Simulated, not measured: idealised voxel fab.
Title: Process Module voxel trench capacitor
Displayed cross-section: cut, width of 165 nm, square cells sized 5 nm.
In what follows, cross-sections appear as grids of square cells, described through bands that run from the top down, where every band is one or more rows of cells.
Per band: top height and bottom height in nm, followed by the left-to-right materials and their widths in nm; "all across" marks a single material spanning edge to edge, "blank" marks empty space.
Ref level 0: as-received wafer is one material below here. Bottom band extends down with no lower bound ("from 0 down").
A two-number width, for instance "30..40", indicates that the width is equal to the first number in the top row of the band and to the second number in the bottom row, and that it changes by a constant amount per row of cells.
For the purposes of this document, the phrase "no modifications" attached to a step denotes that no cell within the cross-section was modified by that step.
Each empty space that has no open way to the top and spans at least 8 cells appears under "Closed void list" as width x height at distance, the distance counted from the left edge, all in nm.
Heads up: the bit after the settings on a step's line is the simulator's remark on that step.
You can add "overlay nm" to a step's line. For a step with a mask, it describes how far the mask lay to the right of its planned position, and a negative number describes a lay to the left.

**Here's what the planned process steps look like**
- 1: op RECEIVE | material Si
- 2: op CONFORMAL_DEP | material SiN | thk nm 5
- 3: op DIRECTIONAL_DEP | material aC | thk nm 15
- 4: op PATTERN | tone open | mask id TRENCH | material resist | width nm 15 | pitch nm 40 | thk nm 35 | overlay nm 0
- 5: op DIRECTIONAL_ETCH | etch materials aC | depth nm 15
- 6: op STRIP | etch materials resist
- 7: op DIRECTIONAL_ETCH | etch materials SiN | depth nm 5
- 8: op DIRECTIONAL_ETCH | etch materials Si | depth nm 40
- 9: op STRIP | etch materials aC
- 10: op CONFORMAL_DEP | material Al2O3 | thk nm 5
- 11: op FILL_DEP | material polySi | thk nm 5
- 12: op CMP | height nm 5

**Incoming wafer in cross-section (state: after step 1)**
	from 0 down: Si all across
	Closed void list: none

**What the wafer looks like in cross-section after this module, when it starts as shown above and follows the plan above but one mistake is made in running it**
	from 5 to 0: SiN 40 nm; Al2O3 5 nm; polySi 5 nm; Al2O3 5 nm; SiN 25 nm; Al2O3 5 nm; polySi 5 nm; Al2O3 5 nm; SiN 25 nm; Al2O3 5 nm; polySi 5 nm; Al2O3 5 nm; SiN 30 nm
	from 0 to -35: Si 40 nm; Al2O3 5 nm; polySi 5 nm; Al2O3 5 nm; Si 25 nm; Al2O3 5 nm; polySi 5 nm; Al2O3 5 nm; Si 25 nm; Al2O3 5 nm; polySi 5 nm; Al2O3 5 nm; Si 30 nm
	from -35 to -40: Si 40 nm; Al2O3 15 nm; Si 25 nm; Al2O3 15 nm; Si 25 nm; Al2O3 15 nm; Si 30 nm
	from -40 down: Si all across
	Closed void list: none
Heads up, the wafer didn't run the way we planned it: step 4 did not use the planned setting and instead ran as op PATTERN | tone open | mask id TRENCH | material resist | width nm 15 | pitch nm 40 | thk nm 35 | overlay nm 5
